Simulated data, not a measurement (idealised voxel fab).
Process module under the name voxel transistor to metal
In the cross-section labelled cut, the width is 300 nm and each square cell is 5 nm.
Cross-section format: a grid of square cells, given as bands from top to bottom; each band is one or more rows of cells. Quick guide to a band line: top height, bottom height (nm) up front; then every material left to right with its width in nm. Only one material and it's marked "full width"? Then it fills the band edge to edge. And "blank" just means empty space. Ref level 0: as-received wafer is one material below here. Bottom band extends down with no lower bound ("0 nm and below"). It should be noted that a width expressed as "30..40" varies in equal increments from row to row of cells within the band, taking the value of the first number at the top row and that of the second number at the bottom row. "no change occurred" -> step changed no cross-section cell. Any empty space of 8 cells or more lacking an open way to the top shows up in "Sealed void list" as width x height at distance, distance from the left edge, in nm. Post-settings text on a step line: simulator's own remark regarding the step. A step line may carry the setting "overlay nm", which, for steps involving a mask, states the distance by which the mask lay to the right of its intended position; negative values denote displacement to the left.

HERE'S WHAT THE PLANNED PROCESS STEPS LOOK LIKE
1. op RECEIVE | material Si
2. op OXIDIZE | depth nm 5
3. op CONFORMAL_DEP | material SiN | thk nm 10
4. op DIRECTIONAL_DEP | material aC | thk nm 15
5. op PATTERN | tone cover | mask id ACTIVE | material resist | width nm 105 | pitch nm 135 | thk nm 35 | overlay nm 0
6. op DIRECTIONAL_ETCH | etch materials aC | depth nm 15
7. op STRIP | etch materials resist
8. op DIRECTIONAL_ETCH | etch materials SiN | depth nm 10
9. op DIRECTIONAL_ETCH | etch materials SiO2 | depth nm 5
10. op DIRECTIONAL_ETCH | etch materials Si | depth nm 30
11. op STRIP | etch materials aC
12. op FILL_DEP | material SiO2 | thk nm 15
13. op CMP | height nm 10
14. op SELECTIVE_ETCH | etch materials SiO2 | depth nm 10
15. op STRIP | etch materials SiN
16. op SELECTIVE_ETCH | etch materials SiO2 | depth nm 5
17. op OXIDIZE | depth nm 5
18. op DIRECTIONAL_DEP | material polySi | thk nm 25
19. op DIRECTIONAL_DEP | material SiCN | thk nm 15
20. op MASKED_ETCH | tone cover | mask id GATE | width nm 25 | pitch nm 135 | etch materials SiCN | depth nm 25 | overlay nm 0
21. op MASKED_ETCH | tone cover | mask id GATE | width nm 25 | pitch nm 135 | etch materials polySi | depth nm 35 | overlay nm 0
22. op CONFORMAL_DEP | material SiN | thk nm 5
23. op DIRECTIONAL_ETCH | etch materials SiN | depth nm 5
24. op DIRECTIONAL_ETCH | etch materials SiO2 | depth nm 5
25. op DIRECTIONAL_ETCH | etch materials Si | depth nm 15
26. op EPI | material SiGe | thk nm 15
27. op FILL_DEP | material SiO2 | thk nm 10
28. op CMP | height nm 20
29. op STRIP | etch materials polySi
30. op SELECTIVE_ETCH | etch materials SiO2 | depth nm 5
31. op CONFORMAL_DEP | material HfO2 | thk nm 5
32. op CONFORMAL_DEP | material TiN | thk nm 5
33. op FILL_DEP | material W | thk nm 5
34. op CMP | height nm 15
35. op DIRECTIONAL_DEP | material SiO2 | thk nm 10
36. op DIRECTIONAL_DEP | material aC | thk nm 10
37. op PATTERN | tone open | mask id CONTACT | material resist | width nm 15 | thk nm 25 | overlay nm 0
38. op DIRECTIONAL_ETCH | etch materials aC | depth nm 10
39. op STRIP | etch materials resist
40. op DIRECTIONAL_ETCH | etch materials SiO2 | depth nm 35
41. op STRIP | etch materials aC
42. op CONFORMAL_DEP | material TiN | thk nm 5
43. op FILL_DEP | material W | thk nm 10
44. op CMP | height nm 25
45. op CONFORMAL_DEP | material SiN | thk nm 5
46. op DIRECTIONAL_DEP | material lowk | thk nm 20
47. op MASKED_ETCH | tone open | mask id METAL_1 | width nm 15 | etch materials lowk | depth nm 20 | overlay nm 0
48. op MASKED_ETCH | tone open | mask id METAL_1 | width nm 15 | etch materials SiN | depth nm 5 | overlay nm 0
49. op CONFORMAL_DEP | material TiN | thk nm 5
50. op FILL_DEP | material W | thk nm 5
51. op CMP | height nm 50
52. op CONFORMAL_DEP | material SiCN | thk nm 5
53. op DIRECTIONAL_DEP | material lowk | thk nm 30
54. op PATTERN | tone open | mask id METAL_2 | material resist | width nm 15 | pitch nm 135 | thk nm 20 | overlay nm 0
55. op DIRECTIONAL_ETCH | etch materials lowk | depth nm 20
56. op STRIP | etch materials resist
57. op PATTERN | tone open | mask id METAL_2_HOLES | material resist | width nm 15 | pitch nm 135 | thk nm 20 | overlay nm 0
58. op DIRECTIONAL_ETCH | etch materials lowk | depth nm 10
59. op DIRECTIONAL_ETCH | etch materials SiCN | depth nm 5
60. op STRIP | etch materials resist
61. op CONFORMAL_DEP | material TiN | thk nm 5
62. op FILL_DEP | material Ru | thk nm 5
63. op CMP | height nm 85
64. op CONFORMAL_DEP | material SiCN | thk nm 5

AS RECEIVED, AFTER STEP 1
  0 nm and below = Si full width
  Sealed void list: none

AS-PLANNED RUN: CROSS-SECTION OF THE FIRST OF TWO WAFERS AT END OF MODULE
  90 nm to 85 nm = SiCN full width
  85 nm to 55 nm = lowk=35, TiN=5, Ru=5, TiN=5, lowk=120, TiN=5, Ru=5, TiN=5, lowk=115
  55 nm to 50 nm = SiCN=35, TiN=15, SiCN=120, TiN=15, SiCN=115
  50 nm to 30 nm = lowk=35, TiN=5, W=5, TiN=5, lowk=65, TiN=5, W=5, TiN=5, lowk=40, TiN=5, W=5, TiN=5, lowk=65, TiN=5, W=5, TiN=5, lowk=35
  30 nm to 25 nm = SiN=35, TiN=15, SiN=65, TiN=15, SiN=40, TiN=15, SiN=65, TiN=15, SiN=35
  25 nm to 15 nm = SiO2=35, TiN=5, W=5, TiN=5, SiO2=65, TiN=5, W=5, TiN=5, SiO2=40, TiN=5, W=5, TiN=5, SiO2=65, TiN=5, W=5, TiN=5, SiO2=35
  15 nm to 5 nm = SiO2=35, TiN=5, W=5, TiN=5, SiO2=15, SiN=5, HfO2=5, TiN=5, W=5, TiN=5, HfO2=5, SiN=5, SiO2=15, TiN=5, W=5, TiN=5, SiO2=40, TiN=5, W=5, TiN=5, SiO2=15, SiN=5, HfO2=5, TiN=5, W=5, TiN=5, HfO2=5, SiN=5, SiO2=15, TiN=5, W=5, TiN=5, SiO2=35
  5 nm to 0 nm = SiO2=35, TiN=5, W=5, TiN=5, SiGe=15, SiN=5, HfO2=5, TiN=5, W=5, TiN=5, HfO2=5, SiN=5, SiGe=15, TiN=5, W=5, TiN=5, SiO2=40, TiN=5, W=5, TiN=5, SiGe=15, SiN=5, HfO2=5, TiN=5, W=5, TiN=5, HfO2=5, SiN=5, SiGe=15, TiN=5, W=5, TiN=5, SiO2=35
  0 nm to -5 nm = SiO2=35, TiN=5, W=5, TiN=5, SiGe=15, SiN=5, HfO2=5, TiN=15, HfO2=5, SiN=5, SiGe=15, TiN=5, W=5, TiN=5, SiO2=40, TiN=5, W=5, TiN=5, SiGe=15, SiN=5, HfO2=5, TiN=15, HfO2=5, SiN=5, SiGe=15, TiN=5, W=5, TiN=5, SiO2=35
  -5 nm to -10 nm = SiO2=35, TiN=15, SiGe=15, HfO2=35, SiGe=15, TiN=15, SiO2=40, TiN=15, SiGe=15, HfO2=35, SiGe=15, TiN=15, SiO2=35
  -10 nm to -25 nm = SiO2=30, SiGe=35, Si=35, SiGe=35, SiO2=30, SiGe=35, Si=35, SiGe=35, SiO2=30
  -25 nm to -35 nm = SiO2=30, Si=105, SiO2=30, Si=105, SiO2=30
  -35 nm and below = Si full width
  Sealed void list: none

THE SECOND WAFER, SHOWN IN CROSS-SECTION AFTER THE MODULE: STARTED THE SAME WAY AS THE FIRST AND GIVEN THE SAME PLAN, YET ONE MISTAKE CREPT INTO HOW IT WAS RUN
  90 nm to 85 nm = SiCN full width
  85 nm to 55 nm = lowk=35, TiN=5, Ru=5, TiN=5, lowk=120, TiN=5, Ru=5, TiN=5, lowk=115
  55 nm to 50 nm = SiCN=35, TiN=15, SiCN=120, TiN=15, SiCN=115
  50 nm to 35 nm = lowk=45, TiN=5, W=5, TiN=5, lowk=65, TiN=5, W=5, TiN=5, lowk=40, TiN=5, W=5, TiN=5, lowk=65, TiN=5, W=5, TiN=5, lowk=25
  35 nm to 30 nm = lowk=45, TiN=15, lowk=65, TiN=15, lowk=40, TiN=15, lowk=65, TiN=15, lowk=25
  30 nm to 25 nm = SiN=45, TiN=5, SiN=75, TiN=5, SiN=50, TiN=5, SiN=75, TiN=5, SiN=35
  25 nm to 15 nm = SiO2=35, TiN=5, W=5, TiN=5, SiO2=65, TiN=5, W=5, TiN=5, SiO2=40, TiN=5, W=5, TiN=5, SiO2=65, TiN=5, W=5, TiN=5, SiO2=35
  15 nm to 5 nm = SiO2=35, TiN=5, W=5, TiN=5, SiO2=15, SiN=5, HfO2=5, TiN=5, W=5, TiN=5, HfO2=5, SiN=5, SiO2=15, TiN=5, W=5, TiN=5, SiO2=40, TiN=5, W=5, TiN=5, SiO2=15, SiN=5, HfO2=5, TiN=5, W=5, TiN=5, HfO2=5, SiN=5, SiO2=15, TiN=5, W=5, TiN=5, SiO2=35
  5 nm to 0 nm = SiO2=35, TiN=5, W=5, TiN=5, SiGe=15, SiN=5, HfO2=5, TiN=5, W=5, TiN=5, HfO2=5, SiN=5, SiGe=15, TiN=5, W=5, TiN=5, SiO2=40, TiN=5, W=5, TiN=5, SiGe=15, SiN=5, HfO2=5, TiN=5, W=5, TiN=5, HfO2=5, SiN=5, SiGe=15, TiN=5, W=5, TiN=5, SiO2=35
  0 nm to -5 nm = SiO2=35, TiN=5, W=5, TiN=5, SiGe=15, SiN=5, HfO2=5, TiN=15, HfO2=5, SiN=5, SiGe=15, TiN=5, W=5, TiN=5, SiO2=40, TiN=5, W=5, TiN=5, SiGe=15, SiN=5, HfO2=5, TiN=15, HfO2=5, SiN=5, SiGe=15, TiN=5, W=5, TiN=5, SiO2=35
  -5 nm to -10 nm = SiO2=35, TiN=15, SiGe=15, HfO2=35, SiGe=15, TiN=15, SiO2=40, TiN=15, SiGe=15, HfO2=35, SiGe=15, TiN=15, SiO2=35
  -10 nm to -25 nm = SiO2=30, SiGe=35, Si=35, SiGe=35, SiO2=30, SiGe=35, Si=35, SiGe=35, SiO2=30
  -25 nm to -35 nm = SiO2=30, Si=105, SiO2=30, Si=105, SiO2=30
  -35 nm and below = Si full width
  Sealed void list: none
Diagnosis: in deviation from the planned setting, step 47 was conducted as op MASKED_ETCH | tone open | mask id METAL_1 | width nm 15 | etch materials lowk | depth nm 20 | overlay nm 10
Per the end-of-run cell counts, the second wafer holds more or fewer of some materials than the first: 8 more of SiN, 4 fewer of TiN, 4 fewer of W
